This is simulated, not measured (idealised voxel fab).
Herein follows the process module entitled voxel ribs on slabs.
Displayed cross-section: cut, width of 140 nm, square cells sized 5 nm.
When this document writes out a cross-section, it uses a grid of square cells and lists it as bands, beginning at the top and moving down, with a band standing for one or more rows of cells.
In this notation a band is specified by the heights of its top and bottom, in that order and in nm, after which its materials appear from left to right, each paired with its width in nm. The word "throughout" attached to a single material means that material fills the band from edge to edge; the word "empty" stands for empty space.
The reference from which all heights are counted is 0, the level beneath which the as-received wafer is entirely one material; the lowest band, having no lower bound, proceeds downward and is written after the example "z 0 and below".
Read "30 to 40" as a graded width: first number on top, second number at the bottom, same change between each pair of neighbouring rows.
You'll sometimes find "nothing altered" written for a step, and that's the way of saying that nowhere in the cross-section did a cell change during that step.
Each empty space that has no open way to the top and spans at least 8 cells appears under "Fully enclosed voids" as width x height at distance, the distance counted from the left edge, all in nm.
Where a step's line continues beyond its settings, the continuation is a remark by the simulator itself on that step.
Each step line may optionally specify "overlay nm", which for a step with a mask gives the rightward distance between the mask's planned place and where it lay, a negative value indicating the leftward direction.
# Process steps foreseen in the plan
1 RECEIVE | material Si
2 DIRECTIONAL_DEP | material SiO2 | thk nm 20
3 DIRECTIONAL_DEP | material SiN | thk nm 15
4 DIRECTIONAL_DEP | material aC | thk nm 15
5 PATTERN | tone cover | mask id RIB | material resist | width nm 25 | thk nm 35 | overlay nm 0
6 DIRECTIONAL_ETCH | etch materials aC | depth nm 15
7 STRIP | etch materials resist
8 DIRECTIONAL_ETCH | etch materials SiN | depth nm 10
9 STRIP | etch materials aC
10 DIRECTIONAL_DEP | material aC | thk nm 10
11 PATTERN | tone cover | mask id SLAB | material resist | width nm 75 | thk nm 30 | overlay nm 0
12 DIRECTIONAL_ETCH | etch materials aC | depth nm 10
13 STRIP | etch materials resist
14 DIRECTIONAL_ETCH | etch materials SiN | depth nm 5
15 STRIP | etch materials aC
16 FILL_DEP | material SiO2 | thk nm 20
17 CMP | height nm 50
18 DIRECTIONAL_DEP | material W | thk nm 10
19 MASKED_ETCH | tone cover | mask id HEATER | width nm 25 | etch materials W | depth nm 10 | overlay nm 0
20 CONFORMAL_DEP | material SiO2 | thk nm 10
Keep in mind the plan's value for the width nm of step 19 comes from the first wafer; the wafers don't share that setting, but they do share the same starting point.
# Cross-sectional view of the first of several wafers in the as-received condition, corresponding to the state following step 1
	z 0 and below = Si throughout
	Fully enclosed voids: none
# Quick key for the table: a row per wafer, taken at the end of the module. For each material it tells you how many cells the wafer gained (+) or lost (-) since it came in, and the closed voids come after
width nm 25; +25 SiN; +319 SiO2; +10 W; Fully enclosed voids: none
width nm 30; +25 SiN; +319 SiO2; +12 W; Fully enclosed voids: none
width nm 35; +25 SiN; +319 SiO2; +14 W; Fully enclosed voids: none
width nm 40; +25 SiN; +319 SiO2; +16 W; Fully enclosed voids: none
width nm 45; +25 SiN; +319 SiO2; +18 W; Fully enclosed voids: none
width nm 50; +25 SiN; +319 SiO2; +20 W; Fully enclosed voids: none
